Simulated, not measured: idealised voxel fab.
process module | voxel local oxidation
cross-section cut | 155 nm wide | cells 5 nm
A cross-section is a grid of square cells, given in bands from the top down. A band is one or more rows of cells.
Each band's line starts with the height of the band's top and of its bottom, in nm. Then come its materials from left to right, each with its width in nm. One material with "throughout" fills the band from edge to edge. "air" is empty space.
Height 0 is the level under which the wafer as received is all one material. The lowest band goes on downwards, as in "0 down".
A width such as "30 to 40" changes by the same amount from each row of cells to the next, from the band's top row to its bottom row.
"no change" after a step means that no cell of the cross-section changed.
closed voids: empty space of 8 cells or more with no open way to the top, each as width x height at its distance from the left edge, in nm
after a step's settings: what the simulator itself notes on the step
overlay nm, on a step with a mask: how far to the right of its planned place the mask lay; to the left if negative
plan
1 op RECEIVE | material Si
2 op CONFORMAL_DEP | material SiO2 | thk nm 5
3 op CONFORMAL_DEP | material SiN | thk nm 10
4 op DIRECTIONAL_DEP | material aC | thk nm 15
5 op PATTERN | tone cover | mask id ACTIVE | material resist | width nm 125 | thk nm 30 | overlay nm 0
6 op DIRECTIONAL_ETCH | etch materials aC | depth nm 15
7 op STRIP | etch materials resist
8 op DIRECTIONAL_ETCH | etch materials SiN | depth nm 10
9 op STRIP | etch materials aC
10 op SELECTIVE_ETCH | etch materials SiO2 | depth nm 5
11 op OXIDIZE | depth nm 10
12 op STRIP | etch materials SiN
as received, after step 1
  0 down: Si throughout
  closed voids: none
a wafer at the end: this start, this plan, one mistake
  25 to 15: SiO2 throughout
  15 to 5: SiN throughout
  5 to 0: SiO2 throughout
  0 down: Si throughout
  closed voids: none
what went wrong: step 4 ran as: op DIRECTIONAL_DEP | material SiO2 | thk nm 15
